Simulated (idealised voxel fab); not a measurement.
Process module heading - voxel capacitor over wiring
This is section cut - it's 160 nm across, gridded in 5 nm square cells.
Format of a cross-section: grid, square cells. Given as bands. Order: top down. Band: one or more rows of cells. Band entry format. Leading values: height of top, height of bottom, nm. Remainder: materials in left-to-right order, each with its width in nm. Special words: "all across" on a single material, which then fills the band edge to edge; "empty", empty space. The level at which height equals 0 is the one under which the wafer, as it arrives, is entirely one material. No lower edge exists for the bottom band, which continues downward and is notated as in "0 and below". The two numbers in a width such as "30..40" mark its ends across the band: the first belongs to the top row of cells, the second to the bottom row, and from each row to the next the width moves by the same amount. Any step labelled "remained the same" changed none of the cells in the cross-section. If an empty space has no open way to the top and is at least 8 cells in size, "Closed internal voids" lists it, written width x height at distance, where distance is measured from the left edge and every value is in nm. That trailing text on a step's line, after the settings, is the simulator's own remark on the step. overlay nm: mask right of planned place by this much (step with mask). Neg. = left.
-- plan
- 1: op RECEIVE | material Si
- 2: op CONFORMAL_DEP | material SiO2 | thk nm 10
- 3: op CONFORMAL_DEP | material SiCN | thk nm 5
- 4: op DIRECTIONAL_DEP | material SiO2 | thk nm 25
- 5: op MASKED_ETCH | tone open | mask id METAL_1 | width nm 20 | pitch nm 75 | etch materials SiO2 | depth nm 25 | overlay nm 0
- 6: op MASKED_ETCH | tone open | mask id METAL_1 | width nm 20 | pitch nm 75 | etch materials SiCN | depth nm 5 | overlay nm 0
- 7: op CONFORMAL_DEP | material TiN | thk nm 5
- 8: op FILL_DEP | material Cu | thk nm 5
- 9: op CMP | height nm 40
- 10: op CONFORMAL_DEP | material SiCN | thk nm 5
- 11: op DIRECTIONAL_DEP | material lowk | thk nm 20
- 12: op DIRECTIONAL_DEP | material aC | thk nm 15
- 13: op PATTERN | tone open | mask id PLUG_1 | material resist | width nm 15 | thk nm 35 | overlay nm 0
- 14: op DIRECTIONAL_ETCH | etch materials aC | depth nm 15
- 15: op STRIP | etch materials resist
- 16: op DIRECTIONAL_ETCH | etch materials lowk | depth nm 20
- 17: op DIRECTIONAL_ETCH | etch materials SiCN | depth nm 5
- 18: op STRIP | etch materials aC
- 19: op EPI | material Ru | thk nm 10
- 20: op EPI | material Ru | thk nm 10
- 21: op EPI | material Ru | thk nm 5
- 22: op DIRECTIONAL_DEP | material TiN | thk nm 10
- 23: op DIRECTIONAL_DEP | material Al2O3 | thk nm 5
- 24: op DIRECTIONAL_DEP | material TiN | thk nm 5
- 25: op PATTERN | tone cover | mask id UPPER_PLATE | material resist | width nm 60 | thk nm 15 | overlay nm 0
- 26: op DIRECTIONAL_ETCH | etch materials TiN | depth nm 5
- 27: op DIRECTIONAL_ETCH | etch materials Al2O3 | depth nm 5
- 28: op STRIP | etch materials resist
- 29: op PATTERN | tone cover | mask id LOWER_PLATE | material resist | width nm 70 | thk nm 15 | overlay nm 0
- 30: op DIRECTIONAL_ETCH | etch materials TiN | depth nm 10
- 31: op STRIP | etch materials resist
- 32: op FILL_DEP | material SiO2 | thk nm 20
- 33: op CMP | height nm 100
- 34: op DIRECTIONAL_DEP | material aC | thk nm 15
- 35: op PATTERN | tone open | mask id PLUG_2 | material resist | width nm 15 | thk nm 30 | overlay nm 0
- 36: op DIRECTIONAL_ETCH | etch materials aC | depth nm 15
- 37: op STRIP | etch materials resist
- 38: op DIRECTIONAL_ETCH | etch materials SiO2 | depth nm 15
- 39: op STRIP | etch materials aC
- 40: op CONFORMAL_DEP | material TiN | thk nm 5
- 41: op FILL_DEP | material Cu | thk nm 5
- 42: op CMP | height nm 100
- 43: op CONFORMAL_DEP | material SiCN | thk nm 5
-- Cross-section, incoming material, after step 1
    0 and below: Si all across
    Closed internal voids: none
-- Looking at the first of two wafers in cross-section at end of module - ran to plan
    105 down to 100: SiCN all across
    100 down to 90: 45 nm SiO2, then 5 nm TiN, then 5 nm Cu, then 5 nm TiN, then 100 nm SiO2
    90 down to 80: 45..35 nm SiO2, then 15..60 nm TiN, then 100..65 nm SiO2
    80 down to 75: 35 nm SiO2, then 60 nm Al2O3, then 65 nm SiO2
    75 down to 65: 30 nm SiO2, then 70 nm TiN, then 60 nm SiO2
    65 down to 45: 35 nm lowk, then 15 nm Ru, then 110 nm lowk
    45 down to 40: 35 nm SiCN, then 15 nm Ru, then 110 nm SiCN
    40 down to 15: 30 nm SiO2, then 5 nm TiN, then 10 nm Cu, then 5 nm TiN, then 55 nm SiO2, then 5 nm TiN, then 10 nm Cu, then 5 nm TiN, then 35 nm SiO2
    15 down to 10: 30 nm SiCN, then 20 nm TiN, then 55 nm SiCN, then 20 nm TiN, then 35 nm SiCN
    10 down to 0: SiO2 all across
    0 and below: Si all across
    Closed internal voids: none
-- Cross-sectional image of the second wafer of the two following completion of the module. Starting state and process plan were the same as for the first wafer; one execution error occurred
    105 down to 100: SiCN all across
    100 down to 90: 45 nm SiO2, then 5 nm TiN, then 10 nm Cu, then 5 nm TiN, then 95 nm SiO2
    90 down to 80: 45..35 nm SiO2, then 20..60 nm TiN, then 95..65 nm SiO2
    80 down to 75: 35 nm SiO2, then 60 nm Al2O3, then 65 nm SiO2
    75 down to 65: 30 nm SiO2, then 70 nm TiN, then 60 nm SiO2
    65 down to 45: 35 nm lowk, then 15 nm Ru, then 110 nm lowk
    45 down to 40: 35 nm SiCN, then 15 nm Ru, then 110 nm SiCN
    40 down to 15: 30 nm SiO2, then 5 nm TiN, then 10 nm Cu, then 5 nm TiN, then 55 nm SiO2, then 5 nm TiN, then 10 nm Cu, then 5 nm TiN, then 35 nm SiO2
    15 down to 10: 30 nm SiCN, then 20 nm TiN, then 55 nm SiCN, then 20 nm TiN, then 35 nm SiCN
    10 down to 0: SiO2 all across
    0 and below: Si all across
    Closed internal voids: none
The plan and the run diverged here: it should be noted that step 35 was executed with settings other than those planned, the operation and settings actually applied being op PATTERN | tone open | mask id PLUG_2 | material resist | width nm 20 | thk nm 30 | overlay nm 0
at the end the second wafer has, in cells: Cu: 2 more, SiO2: 3 fewer, TiN: 1 more
